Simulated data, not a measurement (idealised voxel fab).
The name of this process module is voxel ribs on slabs.
Xsec cut, 280 nm wide, square cell size 5 nm.
Bands, listed from the top down, are how a cross-section gets written in this document; the cross-section itself is a grid of square cells, and a band is one or more rows of them.
Band: top and bottom heights (nm) first, top before bottom; then materials from left to right, widths in nm. "throughout" marks a sole material filling the band edge to edge. "blank" denotes empty space.
Note: height 0 marks the level under which the wafer is uniformly one material as received. Lowest band unbounded below, written "0..down".
It should be noted that a width expressed as "30 to 40" varies in equal increments from row to row of cells within the band, taking the value of the first number at the top row and that of the second number at the bottom row.
"changes: none" after a step means that no cell of the cross-section changed.
Enclosed voids (no open way to top), threshold 8 cells or more, entry "Closed void catalog", notation width x height at distance, distance from left edge, nm.
On a step's line, text after the settings is the simulator commenting on that step.
overlay nm: step with mask; distance mask lay right of planned place; negative value = left of planned place.
SET OUT BELOW ARE THE PLANNED STEPS OF THE PROCESS
1. RECEIVE,material Si
2. DIRECTIONAL_DEP,material SiO2,thk nm 25
3. DIRECTIONAL_DEP,material polySi,thk nm 25
4. MASKED_ETCH,tone cover,mask id RIB,width nm 25,etch materials polySi,depth nm 10,overlay nm 0
5. DIRECTIONAL_DEP,material aC,thk nm 15
6. PATTERN,tone cover,mask id SLAB,material resist,width nm 55,thk nm 35,overlay nm 0
7. DIRECTIONAL_ETCH,etch materials aC,depth nm 15
8. STRIP,etch materials resist
9. DIRECTIONAL_ETCH,etch materials polySi,depth nm 15
10. STRIP,etch materials aC
11. FILL_DEP,material SiO2,thk nm 15
12. CMP,height nm 60
13. DIRECTIONAL_DEP,material TiN,thk nm 10
14. MASKED_ETCH,tone cover,mask id HEATER,width nm 35,etch materials TiN,depth nm 10,overlay nm 0
15. CONFORMAL_DEP,material SiN,thk nm 5
CROSS-SECTION OF THE WAFER AS IT CAME TO US, I.E., ALREADY THROUGH STEP 1
  0..down: Si throughout
  Closed void catalog: none
CROSS-SECTION, FIRST OF TWO WAFERS, END OF MODULE, RUN AS PLANNED
  75..70: blank=115 / SiN=45 / blank=120
  70..65: blank=115 / SiN=5 / TiN=35 / SiN=5 / blank=120
  65..60: SiN=120 / TiN=35 / SiN=125
  60..50: SiO2 throughout
  50..40: SiO2=125 / polySi=25 / SiO2=130
  40..25: SiO2=110 / polySi=55 / SiO2=115
  25..0: SiO2 throughout
  0..down: Si throughout
  Closed void catalog: none
SO THIS IS WAFER NUMBER TWO OF THE TWO, CUT AT THE END OF THE MODULE - IT STARTED WHERE THE FIRST DID AND HAD THE SAME PLAN, WE JUST GOT ONE THING WRONG RUNNING IT
  75..70: blank=120 / SiN=35 / blank=125
  70..65: blank=120 / SiN=5 / TiN=25 / SiN=5 / blank=125
  65..60: SiN=125 / TiN=25 / SiN=130
  60..50: SiO2 throughout
  50..40: SiO2=125 / polySi=25 / SiO2=130
  40..25: SiO2=110 / polySi=55 / SiO2=115
  25..0: SiO2 throughout
  0..down: Si throughout
  Closed void catalog: none
What broke from the plan during processing? the process deviated at step 14: the operation and settings actually run there were MASKED_ETCH,tone cover,mask id HEATER,width nm 25,etch materials TiN,depth nm 10,overlay nm 0
End check, counted in cells, second wafer has more or fewer of these materials than the first: -4 TiN
